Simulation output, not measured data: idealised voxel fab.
You're looking at the process module voxel wiring stack.
Square cells of 5 nm make up the cross-section cut, whose width is 255 nm.
Cross-section spec: square-cell grid; bands listed top down; each band is one or more rows. Band: top height; bottom height; in nm. Then, left to right: material with width in nm, for each material. "edge to edge": a single material spanning edge to edge. "blank": empty space. Height reference: 0 = level under which incoming wafer is all one material. Lowest band: no bottom, runs on downward, e.g. "from 0 down". When a width is written as two numbers, as in "30->40", the first number is the width in the top row of cells of the band and the second is the width in its bottom row, and the width changes by the same amount from each row to the next. It should be understood that the words "no alterations made", when stated for a given step, signify that the cross-section underwent no change in any of its cells during that step. Empty spaces without an open route to the top, at least 8 cells in extent, make up the entry "Fully closed voids"; each is given as width x height at distance, where the distance is measured from the left edge, and all are in nm. Past the settings on a step's line: simulator remark, on that step. On any step carrying a mask, the "overlay nm" setting, if present on the step's line, tells how far right of its planned place the mask lay; negative values point to the left. Pairs, read this way: before one process step on the one hand, after it on the other, the after cross-section ending at the lowest band that changed; the step between, settings included, beneath. Same starting wafer throughout, but possibly different runs of this module, so no pair continues from the pair above unless its entry headed "Before-step section" says so.
[Before-step section]
	from 50 to 45: lowk edge to edge
	from 45 to 40: lowk=40  SiN=35  lowk=10  SiN=35  lowk=10  SiN=35  lowk=10  SiN=35  lowk=45
	from 40 to 15: lowk=40  SiN=5  Ru=25  SiN=5  lowk=10  SiN=5  Ru=25  SiN=5  lowk=10  SiN=5  Ru=25  SiN=5  lowk=10  SiN=5  Ru=25  SiN=5  lowk=45
	from 15 to 10: SiN=45  TiN=25  SiN=20  TiN=25  SiN=20  TiN=25  SiN=20  TiN=25  SiN=50
	from 10 to 0: SiO2 edge to edge
	from 0 down: Si edge to edge
	Fully closed voids: none
[State After Step]
	from 45 to 40: lowk=40  SiN=35  lowk=10  SiN=35  lowk=10  SiN=35  lowk=10  SiN=35  lowk=45
	Below 40, the layers are the same as they were.
	Fully closed voids: none
Between before and after as drawn above: CMP | height nm 45
Before-step section: The pre-step condition corresponds to the post-step cross-section depicted in the pair directly above.
[State After Step]
	from 50 to 45: SiCN edge to edge
	Below 45, the layers are the same as they were.
	Fully closed voids: none
Between before and after as drawn above: CONFORMAL_DEP | material SiCN | thk nm 5
Before-step section: The pre-step condition corresponds to the post-step cross-section depicted in the pair directly above.
[State After Step]
	from 75 to 50: lowk edge to edge
	Below 50, the layers are the same as they were.
	Fully closed voids: none
Between before and after as drawn above: DIRECTIONAL_DEP | material lowk | thk nm 25
Before-step section: The pre-step condition corresponds to the post-step cross-section depicted in the pair directly above.
[State After Step]
	from 95 to 75: resist=45  blank=25  resist=20  blank=25  resist=20  blank=25  resist=20  blank=25  resist=50
	Below 75, the layers are the same as they were.
	Fully closed voids: none
Between before and after as drawn above: PATTERN | tone open | mask id METAL_2 | material resist | width nm 25 | pitch nm 45 | thk nm 20 | overlay nm 0
Before-step section: The pre-step condition corresponds to the post-step cross-section depicted in the pair directly above.
[State After Step]
	from 95 to 75: resist=45  blank=25  resist=20  blank=25  resist=20  blank=25  resist=20  blank=25  resist=50
	from 75 to 60: lowk=45  blank=25  lowk=20  blank=25  lowk=20  blank=25  lowk=20  blank=25  lowk=50
	Below 60, the layers are the same as they were.
	Fully closed voids: none
Between before and after as drawn above: DIRECTIONAL_ETCH | etch materials lowk | depth nm 15
Before-step section: The pre-step condition corresponds to the post-step cross-section depicted in the pair directly above.
[State After Step]
	from 75 to 60: lowk=45  blank=25  lowk=20  blank=25  lowk=20  blank=25  lowk=20  blank=25  lowk=50
	Below 60, the layers are the same as they were.
	Fully closed voids: none
Between before and after as drawn above: STRIP | etch materials resist
Before-step section: The pre-step condition corresponds to the post-step cross-section depicted in the pair directly above.
[State After Step]
	from 95 to 75: resist=45  blank=15  resist=30  blank=15  resist=30  blank=15  resist=30  blank=15  resist=60
	from 75 to 60: lowk=45  blank=15  resist=10  lowk=20  blank=15  resist=10  lowk=20  blank=15  resist=10  lowk=20  blank=15  resist=10  lowk=50
	Below 60, the layers are the same as they were.
	Fully closed voids: none
Between before and after as drawn above: PATTERN | tone open | mask id METAL_2_HOLES | material resist | width nm 15 | pitch nm 45 | thk nm 20 | overlay nm 0
Before-step section: The pre-step condition corresponds to the post-step cross-section depicted in the pair directly above.
[State After Step]
	from 95 to 75: resist=45  blank=15  resist=30  blank=15  resist=30  blank=15  resist=30  blank=15  resist=60
	from 75 to 60: lowk=45  blank=15  resist=10  lowk=20  blank=15  resist=10  lowk=20  blank=15  resist=10  lowk=20  blank=15  resist=10  lowk=50
	from 60 to 50: lowk=45  blank=15  lowk=30  blank=15  lowk=30  blank=15  lowk=30  blank=15  lowk=60
	Below 50, the layers are the same as they were.
	Fully closed voids: none
Between before and after as drawn above: DIRECTIONAL_ETCH | etch materials lowk | depth nm 10
Before-step section: The pre-step condition corresponds to the post-step cross-section depicted in the pair directly above.
[State After Step]
	from 95 to 75: resist=45  blank=15  resist=30  blank=15  resist=30  blank=15  resist=30  blank=15  resist=60
	from 75 to 60: lowk=45  blank=15  resist=10  lowk=20  blank=15  resist=10  lowk=20  blank=15  resist=10  lowk=20  blank=15  resist=10  lowk=50
	from 60 to 50: lowk=45  blank=15  lowk=30  blank=15  lowk=30  blank=15  lowk=30  blank=15  lowk=60
	from 50 to 45: SiCN=45  blank=15  SiCN=30  blank=15  SiCN=30  blank=15  SiCN=30  blank=15  SiCN=60
	Below 45, the layers are the same as they were.
	Fully closed voids: none
Between before and after as drawn above: DIRECTIONAL_ETCH | etch materials SiCN | depth nm 5
Before-step section: The pre-step condition corresponds to the post-step cross-section depicted in the pair directly above.
[State After Step]
	from 75 to 60: lowk=45  blank=25  lowk=20  blank=25  lowk=20  blank=25  lowk=20  blank=25  lowk=50
	Below 60, the layers are the same as they were.
	Fully closed voids: none
Between before and after as drawn above: STRIP | etch materials resist
Before-step section: The pre-step condition corresponds to the post-step cross-section depicted in the pair directly above.
[State After Step]
	from 80 to 75: TiN=50  blank=15  TiN=30  blank=15  TiN=30  blank=15  TiN=30  blank=15  TiN=55
	from 75 to 65: lowk=45  TiN=5  blank=15  TiN=5  lowk=20  TiN=5  blank=15  TiN=5  lowk=20  TiN=5  blank=15  TiN=5  lowk=20  TiN=5  blank=15  TiN=5  lowk=50
	from 65 to 60: lowk=45  TiN=5  blank=5  TiN=15  lowk=20  TiN=5  blank=5  TiN=15  lowk=20  TiN=5  blank=5  TiN=15  lowk=20  TiN=5  blank=5  TiN=15  lowk=50
	from 60 to 50: lowk=45  TiN=5  blank=5  TiN=5  lowk=30  TiN=5  blank=5  TiN=5  lowk=30  TiN=5  blank=5  TiN=5  lowk=30  TiN=5  blank=5  TiN=5  lowk=60
	from 50 to 45: SiCN=45  TiN=15  SiCN=30  TiN=15  SiCN=30  TiN=15  SiCN=30  TiN=15  SiCN=60
	Below 45, the layers are the same as they were.
	Fully closed voids: none
Between before and after as drawn above: CONFORMAL_DEP | material TiN | thk nm 5
Before-step section: The pre-step condition corresponds to the post-step cross-section depicted in the pair directly above.
[State After Step]
	from 85 to 80: Cu edge to edge
	from 80 to 75: TiN=50  Cu=15  TiN=30  Cu=15  TiN=30  Cu=15  TiN=30  Cu=15  TiN=55
	from 75 to 65: lowk=45  TiN=5  Cu=15  TiN=5  lowk=20  TiN=5  Cu=15  TiN=5  lowk=20  TiN=5  Cu=15  TiN=5  lowk=20  TiN=5  Cu=15  TiN=5  lowk=50
	from 65 to 60: lowk=45  TiN=5  Cu=5  TiN=15  lowk=20  TiN=5  Cu=5  TiN=15  lowk=20  TiN=5  Cu=5  TiN=15  lowk=20  TiN=5  Cu=5  TiN=15  lowk=50
	from 60 to 50: lowk=45  TiN=5  Cu=5  TiN=5  lowk=30  TiN=5  Cu=5  TiN=5  lowk=30  TiN=5  Cu=5  TiN=5  lowk=30  TiN=5  Cu=5  TiN=5  lowk=60
	Below 50, the layers are the same as they were.
	Fully closed voids: none
Between before and after as drawn above: FILL_DEP | material Cu | thk nm 5
Before-step section: The pre-step condition corresponds to the post-step cross-section depicted in the pair directly above.
[State After Step]
	from 70 to 60: lowk=45  TiN=5  Cu=15->5  TiN=5->15  lowk=20  TiN=5  Cu=15->5  TiN=5->15  lowk=20  TiN=5  Cu=15->5  TiN=5->15  lowk=20  TiN=5  Cu=15->5  TiN=5->15  lowk=50
	Below 60, the layers are the same as they were.
	Fully closed voids: none
Between before and after as drawn above: CMP | height nm 70
Before-step section: The pre-step condition corresponds to the post-step cross-section depicted in the pair directly above.
[State After Step]
	from 75 to 70: SiN edge to edge
	Below 70, the layers are the same as they were.
	Fully closed voids: none
Between before and after as drawn above: CONFORMAL_DEP | material SiN | thk nm 5
[Before-step section]
	from 40 to 15: Ru edge to edge
	from 15 to 10: TiN edge to edge
	from 10 to 0: SiO2 edge to edge
	from 0 down: Si edge to edge
	Fully closed voids: none
[State After Step]
	from 60 to 40: blank=50  resist=15  blank=30  resist=15  blank=30  resist=15  blank=30  resist=15  blank=55
	Below 40, the layers are the same as they were.
	Fully closed voids: none
Between before and after as drawn above: PATTERN | tone cover | mask id METAL_1 | material resist | width nm 15 | pitch nm 45 | thk nm 20 | overlay nm 0
Before-step section: The pre-step condition corresponds to the post-step cross-section depicted in the pair directly above.
[State After Step]
	from 60 to 40: blank=50  resist=15  blank=30  resist=15  blank=30  resist=15  blank=30  resist=15  blank=55
	from 40 to 15: blank=50  Ru=15  blank=30  Ru=15  blank=30  Ru=15  blank=30  Ru=15  blank=55
	Below 15, the layers are the same as they were.
	Fully closed voids: none
Between before and after as drawn above: DIRECTIONAL_ETCH | etch materials Ru | depth nm 25
Before-step section: The pre-step condition corresponds to the post-step cross-section depicted in the pair directly above.
[State After Step]
	from 60 to 40: blank=50  resist=15  blank=30  resist=15  blank=30  resist=15  blank=30  resist=15  blank=55
	from 40 to 15: blank=50  Ru=15  blank=30  Ru=15  blank=30  Ru=15  blank=30  Ru=15  blank=55
	from 15 to 10: blank=50  TiN=15  blank=30  TiN=15  blank=30  TiN=15  blank=30  TiN=15  blank=55
	Below 10, the layers are the same as they were.
	Fully closed voids: none
Between before and after as drawn above: DIRECTIONAL_ETCH | etch materials TiN | depth nm 5
Before-step section: The pre-step condition corresponds to the post-step cross-section depicted in the pair directly above.
[State After Step]
	from 40 to 15: blank=50  Ru=15  blank=30  Ru=15  blank=30  Ru=15  blank=30  Ru=15  blank=55
	Below 15, the layers are the same as they were.
	Fully closed voids: none
Between before and after as drawn above: STRIP | etch materials resist
Before-step section: The pre-step condition corresponds to the post-step cross-section depicted in the pair directly above.
[State After Step]
	from 45 to 40: blank=45  SiN=25  blank=20  SiN=25  blank=20  SiN=25  blank=20  SiN=25  blank=50
	from 40 to 15: blank=45  SiN=5  Ru=15  SiN=5  blank=20  SiN=5  Ru=15  SiN=5  blank=20  SiN=5  Ru=15  SiN=5  blank=20  SiN=5  Ru=15  SiN=5  blank=50
	from 15 to 10: SiN=50  TiN=15  SiN=30  TiN=15  SiN=30  TiN=15  SiN=30  TiN=15  SiN=55
	Below 10, the layers are the same as they were.
	Fully closed voids: none
Between before and after as drawn above: CONFORMAL_DEP | material SiN | thk nm 5
Before-step section: The pre-step condition corresponds to the post-step cross-section depicted in the pair directly above.
[State After Step]
	from 50 to 45: lowk edge to edge
	from 45 to 40: lowk=45  SiN=25  lowk=20  SiN=25  lowk=20  SiN=25  lowk=20  SiN=25  lowk=50
	from 40 to 15: lowk=45  SiN=5  Ru=15  SiN=5  lowk=20  SiN=5  Ru=15  SiN=5  lowk=20  SiN=5  Ru=15  SiN=5  lowk=20  SiN=5  Ru=15  SiN=5  lowk=50
	Below 15, the layers are the same as they were.
	Fully closed voids: none
Between before and after as drawn above: FILL_DEP | material lowk | thk nm 5
Before-step section: The pre-step condition corresponds to the post-step cross-section depicted in the pair directly above.
[State After Step]
	from 40 to 15: lowk=45  SiN=5  Ru=15  SiN=5  lowk=20  SiN=5  Ru=15  SiN=5  lowk=20  SiN=5  Ru=15  SiN=5  lowk=20  SiN=5  Ru=15  SiN=5  lowk=50
	Below 15, the layers are the same as they were.
	Fully closed voids: none
Between before and after as drawn above: CMP | height nm 40
Before-step section: The pre-step condition corresponds to the post-step cross-section depicted in the pair directly above.
[State After Step]
	from 45 to 40: SiCN edge to edge
	Below 40, the layers are the same as they were.
	Fully closed voids: none
Between before and after as drawn above: CONFORMAL_DEP | material SiCN | thk nm 5
Before-step section: The pre-step condition corresponds to the post-step cross-section depicted in the pair directly above.
[State After Step]
	from 70 to 45: lowk edge to edge
	Below 45, the layers are the same as they were.
	Fully closed voids: none
Between before and after as drawn above: DIRECTIONAL_DEP | material lowk | thk nm 25
Before-step section: The pre-step condition corresponds to the post-step cross-section depicted in the pair directly above.
[State After Step]
	from 90 to 70: resist=45  blank=25  resist=20  blank=25  resist=20  blank=25  resist=20  blank=25  resist=50
	Below 70, the layers are the same as they were.
	Fully closed voids: none
Between before and after as drawn above: PATTERN | tone open | mask id METAL_2 | material resist | width nm 25 | pitch nm 45 | thk nm 20 | overlay nm 0
Before-step section: The pre-step condition corresponds to the post-step cross-section depicted in the pair directly above.
[State After Step]
	from 90 to 70: resist=45  blank=25  resist=20  blank=25  resist=20  blank=25  resist=20  blank=25  resist=50
	from 70 to 55: lowk=45  blank=25  lowk=20  blank=25  lowk=20  blank=25  lowk=20  blank=25  lowk=50
	Below 55, the layers are the same as they were.
	Fully closed voids: none
Between before and after as drawn above: DIRECTIONAL_ETCH | etch materials lowk | depth nm 15
Before-step section: The pre-step condition corresponds to the post-step cross-section depicted in the pair directly above.
[State After Step]
	from 70 to 55: lowk=45  blank=25  lowk=20  blank=25  lowk=20  blank=25  lowk=20  blank=25  lowk=50
	Below 55, the layers are the same as they were.
	Fully closed voids: none
Between before and after as drawn above: STRIP | etch materials resist
Before-step section: The pre-step condition corresponds to the post-step cross-section depicted in the pair directly above.
[State After Step]
	from 90 to 70: resist=45  blank=15  resist=30  blank=15  resist=30  blank=15  resist=30  blank=15  resist=60
	from 70 to 55: lowk=45  blank=15  resist=10  lowk=20  blank=15  resist=10  lowk=20  blank=15  resist=10  lowk=20  blank=15  resist=10  lowk=50
	Below 55, the layers are the same as they were.
	Fully closed voids: none
Between before and after as drawn above: PATTERN | tone open | mask id METAL_2_HOLES | material resist | width nm 15 | pitch nm 45 | thk nm 20 | overlay nm 0
Before-step section: The pre-step condition corresponds to the post-step cross-section depicted in the pair directly above.
[State After Step]
	from 90 to 70: resist=45  blank=15  resist=30  blank=15  resist=30  blank=15  resist=30  blank=15  resist=60
	from 70 to 55: lowk=45  blank=15  resist=10  lowk=20  blank=15  resist=10  lowk=20  blank=15  resist=10  lowk=20  blank=15  resist=10  lowk=50
	from 55 to 45: lowk=45  blank=15  lowk=30  blank=15  lowk=30  blank=15  lowk=30  blank=15  lowk=60
	Below 45, the layers are the same as they were.
	Fully closed voids: none
Between before and after as drawn above: DIRECTIONAL_ETCH | etch materials lowk | depth nm 10
Before-step section: The pre-step condition corresponds to the post-step cross-section depicted in the pair directly above.
[State After Step]
	from 90 to 70: resist=45  blank=15  resist=30  blank=15  resist=30  blank=15  resist=30  blank=15  resist=60
	from 70 to 55: lowk=45  blank=15  resist=10  lowk=20  blank=15  resist=10  lowk=20  blank=15  resist=10  lowk=20  blank=15  resist=10  lowk=50
	from 55 to 45: lowk=45  blank=15  lowk=30  blank=15  lowk=30  blank=15  lowk=30  blank=15  lowk=60
	from 45 to 40: SiCN=45  blank=15  SiCN=30  blank=15  SiCN=30  blank=15  SiCN=30  blank=15  SiCN=60
	Below 40, the layers are the same as they were.
	Fully closed voids: none
Between before and after as drawn above: DIRECTIONAL_ETCH | etch materials SiCN | depth nm 5
Before-step section: The pre-step condition corresponds to the post-step cross-section depicted in the pair directly above.
[State After Step]
	from 70 to 55: lowk=45  blank=25  lowk=20  blank=25  lowk=20  blank=25  lowk=20  blank=25  lowk=50
	Below 55, the layers are the same as they were.
	Fully closed voids: none
Between before and after as drawn above: STRIP | etch materials resist
Before-step section: The pre-step condition corresponds to the post-step cross-section depicted in the pair directly above.
[State After Step]
	from 75 to 70: TiN=50  blank=15  TiN=30  blank=15  TiN=30  blank=15  TiN=30  blank=15  TiN=55
	from 70 to 60: lowk=45  TiN=5  blank=15  TiN=5  lowk=20  TiN=5  blank=15  TiN=5  lowk=20  TiN=5  blank=15  TiN=5  lowk=20  TiN=5  blank=15  TiN=5  lowk=50
	from 60 to 55: lowk=45  TiN=5  blank=5  TiN=15  lowk=20  TiN=5  blank=5  TiN=15  lowk=20  TiN=5  blank=5  TiN=15  lowk=20  TiN=5  blank=5  TiN=15  lowk=50
	from 55 to 45: lowk=45  TiN=5  blank=5  TiN=5  lowk=30  TiN=5  blank=5  TiN=5  lowk=30  TiN=5  blank=5  TiN=5  lowk=30  TiN=5  blank=5  TiN=5  lowk=60
	from 45 to 40: SiCN=45  TiN=15  SiCN=30  TiN=15  SiCN=30  TiN=15  SiCN=30  TiN=15  SiCN=60
	Below 40, the layers are the same as they were.
	Fully closed voids: none
Between before and after as drawn above: CONFORMAL_DEP | material TiN | thk nm 5
Before-step section: The pre-step condition corresponds to the post-step cross-section depicted in the pair directly above.
[State After Step]
	from 80 to 75: Cu edge to edge
	from 75 to 70: TiN=50  Cu=15  TiN=30  Cu=15  TiN=30  Cu=15  TiN=30  Cu=15  TiN=55
	from 70 to 60: lowk=45  TiN=5  Cu=15  TiN=5  lowk=20  TiN=5  Cu=15  TiN=5  lowk=20  TiN=5  Cu=15  TiN=5  lowk=20  TiN=5  Cu=15  TiN=5  lowk=50
	from 60 to 55: lowk=45  TiN=5  Cu=5  TiN=15  lowk=20  TiN=5  Cu=5  TiN=15  lowk=20  TiN=5  Cu=5  TiN=15  lowk=20  TiN=5  Cu=5  TiN=15  lowk=50
	from 55 to 45: lowk=45  TiN=5  Cu=5  TiN=5  lowk=30  TiN=5  Cu=5  TiN=5  lowk=30  TiN=5  Cu=5  TiN=5  lowk=30  TiN=5  Cu=5  TiN=5  lowk=60
	Below 45, the layers are the same as they were.
	Fully closed voids: none
Between before and after as drawn above: FILL_DEP | material Cu | thk nm 5
Before-step section: The pre-step condition corresponds to the post-step cross-section depicted in the pair directly above.
[State After Step]
	from 70 to 60: lowk=45  TiN=5  Cu=15  TiN=5  lowk=20  TiN=5  Cu=15  TiN=5  lowk=20  TiN=5  Cu=15  TiN=5  lowk=20  TiN=5  Cu=15  TiN=5  lowk=50
	Below 60, the layers are the same as they were.
	Fully closed voids: none
Between before and after as drawn above: CMP | height nm 70
Before-step section: The pre-step condition corresponds to the post-step cross-section depicted in the pair directly above.
[State After Step]
	from 75 to 70: SiN edge to edge
	Below 70, the layers are the same as they were.
	Fully closed voids: none
Between before and after as drawn above: CONFORMAL_DEP | material SiN | thk nm 5
[Before-step section]
	from 70 to 55: lowk=45  blank=25  lowk=20  blank=25  lowk=20  blank=25  lowk=20  blank=25  lowk=50
	from 55 to 45: lowk edge to edge
	from 45 to 40: SiCN edge to edge
	from 40 to 15: lowk=40  SiN=5  Ru=25  SiN=5  lowk=10  SiN=5  Ru=25  SiN=5  lowk=10  SiN=5  Ru=25  SiN=5  lowk=10  SiN=5  Ru=25  SiN=5  lowk=45
	from 15 to 10: SiN=45  TiN=25  SiN=20  TiN=25  SiN=20  TiN=25  SiN=20  TiN=25  SiN=50
	from 10 to 0: SiO2 edge to edge
	from 0 down: Si edge to edge
	Fully closed voids: none
[State After Step]
	from 90 to 70: resist=50  blank=15  resist=30  blank=15  resist=30  blank=15  resist=30  blank=15  resist=55
	from 70 to 55: lowk=45  resist=5  blank=15  resist=5  lowk=20  resist=5  blank=15  resist=5  lowk=20  resist=5  blank=15  resist=5  lowk=20  resist=5  blank=15  resist=5  lowk=50
	Below 55, the layers are the same as they were.
	Fully closed voids: none
Between before and after as drawn above: PATTERN | tone open | mask id METAL_2_HOLES | material resist | width nm 15 | pitch nm 45 | thk nm 20 | overlay nm 5
Before-step section: The pre-step condition corresponds to the post-step cross-section depicted in the pair directly above.
[State After Step]
	from 90 to 70: resist=50  blank=15  resist=30  blank=15  resist=30  blank=15  resist=30  blank=15  resist=55
	from 70 to 55: lowk=45  resist=5  blank=15  resist=5  lowk=20  resist=5  blank=15  resist=5  lowk=20  resist=5  blank=15  resist=5  lowk=20  resist=5  blank=15  resist=5  lowk=50
	from 55 to 45: lowk=50  blank=15  lowk=30  blank=15  lowk=30  blank=15  lowk=30  blank=15  lowk=55
	Below 45, the layers are the same as they were.
	Fully closed voids: none
Between before and after as drawn above: DIRECTIONAL_ETCH | etch materials lowk | depth nm 10
Before-step section: The pre-step condition corresponds to the post-step cross-section depicted in the pair directly above.
[State After Step]
	from 90 to 70: resist=50  blank=15  resist=30  blank=15  resist=30  blank=15  resist=30  blank=15  resist=55
	from 70 to 55: lowk=45  resist=5  blank=15  resist=5  lowk=20  resist=5  blank=15  resist=5  lowk=20  resist=5  blank=15  resist=5  lowk=20  resist=5  blank=15  resist=5  lowk=50
	from 55 to 45: lowk=50  blank=15  lowk=30  blank=15  lowk=30  blank=15  lowk=30  blank=15  lowk=55
	from 45 to 40: SiCN=50  blank=15  SiCN=30  blank=15  SiCN=30  blank=15  SiCN=30  blank=15  SiCN=55
	Below 40, the layers are the same as they were.
	Fully closed voids: none
Between before and after as drawn above: DIRECTIONAL_ETCH | etch materials SiCN | depth nm 5
Before-step section: The pre-step condition corresponds to the post-step cross-section depicted in the pair directly above.
[State After Step]
	from 70 to 55: lowk=45  blank=25  lowk=20  blank=25  lowk=20  blank=25  lowk=20  blank=25  lowk=50
	Below 55, the layers are the same as they were.
	Fully closed voids: none
Between before and after as drawn above: STRIP | etch materials resist
Before-step section: The pre-step condition corresponds to the post-step cross-section depicted in the pair directly above.
[State After Step]
	from 75 to 70: TiN=50  blank=15  TiN=30  blank=15  TiN=30  blank=15  TiN=30  blank=15  TiN=55
	from 70 to 60: lowk=45  TiN=5  blank=15  TiN=5  lowk=20  TiN=5  blank=15  TiN=5  lowk=20  TiN=5  blank=15  TiN=5  lowk=20  TiN=5  blank=15  TiN=5  lowk=50
	from 60 to 55: lowk=45  TiN=10  blank=5  TiN=10  lowk=20  TiN=10  blank=5  TiN=10  lowk=20  TiN=10  blank=5  TiN=10  lowk=20  TiN=10  blank=5  TiN=10  lowk=50
	from 55 to 45: lowk=50  TiN=5  blank=5  TiN=5  lowk=30  TiN=5  blank=5  TiN=5  lowk=30  TiN=5  blank=5  TiN=5  lowk=30  TiN=5  blank=5  TiN=5  lowk=55
	from 45 to 40: SiCN=50  TiN=15  SiCN=30  TiN=15  SiCN=30  TiN=15  SiCN=30  TiN=15  SiCN=55
	Below 40, the layers are the same as they were.
	Fully closed voids: none
Between before and after as drawn above: CONFORMAL_DEP | material TiN | thk nm 5
Before-step section: The pre-step condition corresponds to the post-step cross-section depicted in the pair directly above.
[State After Step]
	from 80 to 75: Cu edge to edge
	from 75 to 70: TiN=50  Cu=15  TiN=30  Cu=15  TiN=30  Cu=15  TiN=30  Cu=15  TiN=55
	from 70 to 60: lowk=45  TiN=5  Cu=15  TiN=5  lowk=20  TiN=5  Cu=15  TiN=5  lowk=20  TiN=5  Cu=15  TiN=5  lowk=20  TiN=5  Cu=15  TiN=5  lowk=50
	from 60 to 55: lowk=45  TiN=10  Cu=5  TiN=10  lowk=20  TiN=10  Cu=5  TiN=10  lowk=20  TiN=10  Cu=5  TiN=10  lowk=20  TiN=10  Cu=5  TiN=10  lowk=50
	from 55 to 45: lowk=50  TiN=5  Cu=5  TiN=5  lowk=30  TiN=5  Cu=5  TiN=5  lowk=30  TiN=5  Cu=5  TiN=5  lowk=30  TiN=5  Cu=5  TiN=5  lowk=55
	Below 45, the layers are the same as they were.
	Fully closed voids: none
Between before and after as drawn above: FILL_DEP | material Cu | thk nm 5
Before-step section: The pre-step condition corresponds to the post-step cross-section depicted in the pair directly above.
[State After Step]
	from 70 to 60: lowk=45  TiN=5  Cu=15  TiN=5  lowk=20  TiN=5  Cu=15  TiN=5  lowk=20  TiN=5  Cu=15  TiN=5  lowk=20  TiN=5  Cu=15  TiN=5  lowk=50
	Below 60, the layers are the same as they were.
	Fully closed voids: none
Between before and after as drawn above: CMP | height nm 70
Before-step section: The pre-step condition corresponds to the post-step cross-section depicted in the pair directly above.
[State After Step]
	from 75 to 70: SiN edge to edge
	Below 70, the layers are the same as they were.
	Fully closed voids: none
Between before and after as drawn above: CONFORMAL_DEP | material SiN | thk nm 5
[Before-step section]
	from 15 to 10: TiN edge to edge
	from 10 to 0: SiO2 edge to edge
	from 0 down: Si edge to edge
	Fully closed voids: none
[State After Step]
	from 40 to 15: SiO2 edge to edge
	Below 15, the layers are the same as they were.
	Fully closed voids: none
Between before and after as drawn above: DIRECTIONAL_DEP | material SiO2 | thk nm 25
Before-step section: The pre-step condition corresponds to the post-step cross-section depicted in the pair directly above.
[State After Step]
	from 60 to 40: blank=45  resist=25  blank=20  resist=25  blank=20  resist=25  blank=20  resist=25  blank=50
	Below 40, the layers are the same as they were.
	Fully closed voids: none
Between before and after as drawn above: PATTERN | tone cover | mask id METAL_1 | material resist | width nm 25 | pitch nm 45 | thk nm 20 | overlay nm 0
Before-step section: The pre-step condition corresponds to the post-step cross-section depicted in the pair directly above.
[State After Step]
	from 40 to 15: SiO2 edge to edge
	Below 15, the layers are the same as they were.
	Fully closed voids: none
Between before and after as drawn above: STRIP | etch materials resist
Before-step section: The pre-step condition corresponds to the post-step cross-section depicted in the pair directly above.
[State After Step]
	from 45 to 40: SiN edge to edge
	Below 40, the layers are the same as they were.
	Fully closed voids: none
Between before and after as drawn above: CONFORMAL_DEP | material SiN | thk nm 5
Before-step section: The pre-step condition corresponds to the post-step cross-section depicted in the pair directly above.
[State After Step]
	from 50 to 45: lowk edge to edge
	Below 45, the layers are the same as they were.
	Fully closed voids: none
Between before and after as drawn above: FILL_DEP | material lowk | thk nm 5
Before-step section: The pre-step condition corresponds to the post-step cross-section depicted in the pair directly above.
[State After Step]
	from 40 to 15: SiO2 edge to edge
	Below 15, the layers are the same as they were.
	Fully closed voids: none
Between before and after as drawn above: CMP | height nm 40
Before-step section: The pre-step condition corresponds to the post-step cross-section depicted in the pair directly above.
[State After Step]
	from 45 to 40: SiCN edge to edge
	Below 40, the layers are the same as they were.
	Fully closed voids: none
Between before and after as drawn above: CONFORMAL_DEP | material SiCN | thk nm 5
Before-step section: The pre-step condition corresponds to the post-step cross-section depicted in the pair directly above.
[State After Step]
	from 70 to 45: lowk edge to edge
	Below 45, the layers are the same as they were.
	Fully closed voids: none
Between before and after as drawn above: DIRECTIONAL_DEP | material lowk | thk nm 25
Before-step section: The pre-step condition corresponds to the post-step cross-section depicted in the pair directly above.
[State After Step]
	from 90 to 70: resist=45  blank=25  resist=20  blank=25  resist=20  blank=25  resist=20  blank=25  resist=50
	Below 70, the layers are the same as they were.
	Fully closed voids: none
Between before and after as drawn above: PATTERN | tone open | mask id METAL_2 | material resist | width nm 25 | pitch nm 45 | thk nm 20 | overlay nm 0
Before-step section: The pre-step condition corresponds to the post-step cross-section depicted in the pair directly above.
[State After Step]
	from 90 to 70: resist=45  blank=25  resist=20  blank=25  resist=20  blank=25  resist=20  blank=25  resist=50
	from 70 to 55: lowk=45  blank=25  lowk=20  blank=25  lowk=20  blank=25  lowk=20  blank=25  lowk=50
	Below 55, the layers are the same as they were.
	Fully closed voids: none
Between before and after as drawn above: DIRECTIONAL_ETCH | etch materials lowk | depth nm 15
Before-step section: The pre-step condition corresponds to the post-step cross-section depicted in the pair directly above.
[State After Step]
	from 70 to 55: lowk=45  blank=25  lowk=20  blank=25  lowk=20  blank=25  lowk=20  blank=25  lowk=50
	Below 55, the layers are the same as they were.
	Fully closed voids: none
Between before and after as drawn above: STRIP | etch materials resist
Before-step section: The pre-step condition corresponds to the post-step cross-section depicted in the pair directly above.
[State After Step]
	from 90 to 70: resist=45  blank=15  resist=30  blank=15  resist=30  blank=15  resist=30  blank=15  resist=60
	from 70 to 55: lowk=45  blank=15  resist=10  lowk=20  blank=15  resist=10  lowk=20  blank=15  resist=10  lowk=20  blank=15  resist=10  lowk=50
	Below 55, the layers are the same as they were.
	Fully closed voids: none
Between before and after as drawn above: PATTERN | tone open | mask id METAL_2_HOLES | material resist | width nm 15 | pitch nm 45 | thk nm 20 | overlay nm 0
Before-step section: The pre-step condition corresponds to the post-step cross-section depicted in the pair directly above.
[State After Step]
	from 90 to 70: resist=45  blank=15  resist=30  blank=15  resist=30  blank=15  resist=30  blank=15  resist=60
	from 70 to 55: lowk=45  blank=15  resist=10  lowk=20  blank=15  resist=10  lowk=20  blank=15  resist=10  lowk=20  blank=15  resist=10  lowk=50
	from 55 to 45: lowk=45  blank=15  lowk=30  blank=15  lowk=30  blank=15  lowk=30  blank=15  lowk=60
	Below 45, the layers are the same as they were.
	Fully closed voids: none
Between before and after as drawn above: DIRECTIONAL_ETCH | etch materials lowk | depth nm 10
Before-step section: The pre-step condition corresponds to the post-step cross-section depicted in the pair directly above.
[State After Step]
	from 90 to 70: resist=45  blank=15  resist=30  blank=15  resist=30  blank=15  resist=30  blank=15  resist=60
	from 70 to 55: lowk=45  blank=15  resist=10  lowk=20  blank=15  resist=10  lowk=20  blank=15  resist=10  lowk=20  blank=15  resist=10  lowk=50
	from 55 to 45: lowk=45  blank=15  lowk=30  blank=15  lowk=30  blank=15  lowk=30  blank=15  lowk=60
	from 45 to 40: SiCN=45  blank=15  SiCN=30  blank=15  SiCN=30  blank=15  SiCN=30  blank=15  SiCN=60
	Below 40, the layers are the same as they were.
	Fully closed voids: none
Between before and after as drawn above: DIRECTIONAL_ETCH | etch materials SiCN | depth nm 5
Before-step section: The pre-step condition corresponds to the post-step cross-section depicted in the pair directly above.
[State After Step]
	from 70 to 55: lowk=45  blank=25  lowk=20  blank=25  lowk=20  blank=25  lowk=20  blank=25  lowk=50
	Below 55, the layers are the same as they were.
	Fully closed voids: none
Between before and after as drawn above: STRIP | etch materials resist
